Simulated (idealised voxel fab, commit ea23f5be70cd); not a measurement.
Process module name: voxel wiring stack
The cross-section shown here is cut; it is 235 nm wide and divided into square cells measuring 5 nm on a side.
Cross-section format: a grid of square cells, given as bands from top to bottom; each band is one or more rows of cells.
Heights first: top, then bottom, in nm. Then materials, left to right, each with a width in nm. "edge to edge" on a single material: fills the band edge to edge. "empty": empty space.
Zero point of the height axis is 0; under it, received wafer = one material. Lowest band: continues down indefinitely, "z 0 and below".
Quick explanation for "30 to 40": the width changes in equal steps down the rows of cells, from the first number in the band's top row to the second number in its bottom row.
"no modification" means the step left every cell of the cross-section as it was.
Basically, "Enclosed internal voids" tells you about the enclosed voids: empty spaces with no open way to the top, 8 cells or bigger, each written width x height at distance, where distance is from the left edge, all in nm.
Text after the settings on a step's line: the simulator's own remark on that step.
"overlay nm" on a masked step: distance the mask lay right of its planned place, negative for left.

Steps planned for the process
1,RECEIVE, material Si
2,CONFORMAL_DEP, material SiO2, thk nm 15
3,DIRECTIONAL_DEP, material TiN, thk nm 5
4,DIRECTIONAL_DEP, material W, thk nm 25
5,DIRECTIONAL_DEP, material aC, thk nm 15
6,PATTERN, tone cover, mask id METAL_1, material resist, width nm 25, pitch nm 45, thk nm 35, overlay nm 0
7,DIRECTIONAL_ETCH, etch materials aC, depth nm 15
8,STRIP, etch materials resist
9,DIRECTIONAL_ETCH, etch materials W, depth nm 15
10,DIRECTIONAL_ETCH, etch materials TiN, depth nm 5
11,STRIP, etch materials aC
12,CONFORMAL_DEP, material SiCN, thk nm 5
13,FILL_DEP, material lowk, thk nm 10
14,CMP, height nm 45
15,CONFORMAL_DEP, material SiCN, thk nm 5
16,DIRECTIONAL_DEP, material SiO2, thk nm 30
17,DIRECTIONAL_DEP, material aC, thk nm 15
18,PATTERN, tone open, mask id METAL_2, material resist, width nm 25, pitch nm 45, thk nm 35, overlay nm 0
19,DIRECTIONAL_ETCH, etch materials aC, depth nm 15
20,STRIP, etch materials resist
21,DIRECTIONAL_ETCH, etch materials SiO2, depth nm 15
22,STRIP, etch materials aC
23,MASKED_ETCH, tone open, mask id METAL_2_HOLES, width nm 15, pitch nm 45, etch materials SiO2, depth nm 15, overlay nm 0
24,MASKED_ETCH, tone open, mask id METAL_2_HOLES, width nm 15, pitch nm 45, etch materials SiCN, depth nm 5, overlay nm 0
25,CONFORMAL_DEP, material TiN, thk nm 5
26,FILL_DEP, material Cu, thk nm 10
27,CMP, height nm 80
28,CONFORMAL_DEP, material SiCN, thk nm 5
29,DIRECTIONAL_DEP, material SiO2, thk nm 25
30,PATTERN, tone open, mask id METAL_3, material resist, width nm 25, pitch nm 45, thk nm 15, overlay nm 0
31,DIRECTIONAL_ETCH, etch materials SiO2, depth nm 15
32,STRIP, etch materials resist
33,MASKED_ETCH, tone open, mask id METAL_3_HOLES, width nm 15, pitch nm 90, etch materials SiO2, depth nm 10, overlay nm 0
34,MASKED_ETCH, tone open, mask id METAL_3_HOLES, width nm 15, pitch nm 90, etch materials SiCN, depth nm 5, overlay nm 0
35,CONFORMAL_DEP, material TiN, thk nm 5
36,FILL_DEP, material Cu, thk nm 10
37,CMP, height nm 110
38,CONFORMAL_DEP, material SiCN, thk nm 5
Among the wafers covered here, the point of difference is the depth nm at step 9; their starting state is shared, and the plan presents the value of the first wafer.

Cross-section of the first of several wafers on receipt, reflecting completion of step 1
	z 0 and below  Si edge to edge
	Enclosed internal voids: none

Once step 38, the last step, is complete, the module is at its end; this is the cross-section of the first of several wafers
	z 115 to 110  SiCN edge to edge
	z 110 to 100  SiO2 60, TiN 5, Cu 15, TiN 5, SiO2 20, TiN 5, Cu 15, TiN 5, SiO2 20, TiN 5, Cu 15, TiN 5, SiO2 60
	z 100 to 95  SiO2 60, TiN 5, Cu 5, TiN 15, SiO2 20, TiN 25, SiO2 20, TiN 5, Cu 5, TiN 15, SiO2 60
	z 95 to 85  SiO2 60, TiN 5, Cu 5, TiN 5, SiO2 75, TiN 5, Cu 5, TiN 5, SiO2 70
	z 85 to 80  SiCN 60, TiN 15, SiCN 75, TiN 15, SiCN 70
	z 80 to 70  SiO2 60, TiN 5, Cu 15, TiN 5, SiO2 20, TiN 5, Cu 15, TiN 5, SiO2 20, TiN 5, Cu 15, TiN 5, SiO2 60
	z 70 to 65  SiO2 60, TiN 5, Cu 5, TiN 15, SiO2 20, TiN 5, Cu 5, TiN 15, SiO2 20, TiN 5, Cu 5, TiN 15, SiO2 60
	z 65 to 50  SiO2 60, TiN 5, Cu 5, TiN 5, SiO2 30, TiN 5, Cu 5, TiN 5, SiO2 30, TiN 5, Cu 5, TiN 5, SiO2 70
	z 50 to 45  SiCN 60, TiN 15, SiCN 30, TiN 15, SiCN 30, TiN 15, SiCN 70
	z 45 to 35  lowk 55, SiCN 5, W 25, SiCN 5, lowk 10, SiCN 5, W 25, SiCN 5, lowk 10, SiCN 5, W 25, SiCN 5, lowk 55
	z 35 to 30  SiCN 60, W 25, SiCN 20, W 25, SiCN 20, W 25, SiCN 60
	z 30 to 20  W edge to edge
	z 20 to 15  TiN edge to edge
	z 15 to 0  SiO2 edge to edge
	z 0 and below  Si edge to edge
	Enclosed internal voids: none

Last wafer, end of module, cross-section
	z 115 to 110  SiCN edge to edge
	z 110 to 100  SiO2 60, TiN 5, Cu 15, TiN 5, SiO2 20, TiN 5, Cu 15, TiN 5, SiO2 20, TiN 5, Cu 15, TiN 5, SiO2 60
	z 100 to 95  SiO2 60, TiN 5, Cu 5, TiN 15, SiO2 20, TiN 25, SiO2 20, TiN 5, Cu 5, TiN 15, SiO2 60
	z 95 to 85  SiO2 60, TiN 5, Cu 5, TiN 5, SiO2 75, TiN 5, Cu 5, TiN 5, SiO2 70
	z 85 to 80  SiCN 60, TiN 15, SiCN 75, TiN 15, SiCN 70
	z 80 to 70  SiO2 60, TiN 5, Cu 15, TiN 5, SiO2 20, TiN 5, Cu 15, TiN 5, SiO2 20, TiN 5, Cu 15, TiN 5, SiO2 60
	z 70 to 65  SiO2 60, TiN 5, Cu 5, TiN 15, SiO2 20, TiN 5, Cu 5, TiN 15, SiO2 20, TiN 5, Cu 5, TiN 15, SiO2 60
	z 65 to 50  SiO2 60, TiN 5, Cu 5, TiN 5, SiO2 30, TiN 5, Cu 5, TiN 5, SiO2 30, TiN 5, Cu 5, TiN 5, SiO2 70
	z 50 to 45  SiCN 60, TiN 15, SiCN 30, TiN 15, SiCN 30, TiN 15, SiCN 70
	z 45 to 20  lowk 55, SiCN 5, W 25, SiCN 5, lowk 10, SiCN 5, W 25, SiCN 5, lowk 10, SiCN 5, W 25, SiCN 5, lowk 55
	z 20 to 15  SiCN 60, TiN 25, SiCN 20, TiN 25, SiCN 20, TiN 25, SiCN 60
	z 15 to 0  SiO2 edge to edge
	z 0 and below  Si edge to edge
	Enclosed internal voids: none

Wafer rows, end of module: cells per material gained (+) or lost (-) since receipt; closed voids last
depth nm 15 | +54 Cu | +170 SiCN | +529 SiO2 | +137 TiN | +139 W | +52 lowk | Enclosed internal voids: none
depth nm 20 | +54 Cu | +176 SiCN | +529 SiO2 | +137 TiN | +107 W | +78 lowk | Enclosed internal voids: none
depth nm 25 | +54 Cu | +188 SiCN | +529 SiO2 | +105 TiN | +75 W | +130 lowk | Enclosed internal voids: none
depth nm 30 | +54 Cu | +188 SiCN | +529 SiO2 | +105 TiN | +75 W | +130 lowk | Enclosed internal voids: none
depth nm 35 | +54 Cu | +188 SiCN | +529 SiO2 | +105 TiN | +75 W | +130 lowk | Enclosed internal voids: none
depth nm 40 | +54 Cu | +188 SiCN | +529 SiO2 | +105 TiN | +75 W | +130 lowk | Enclosed internal voids: none
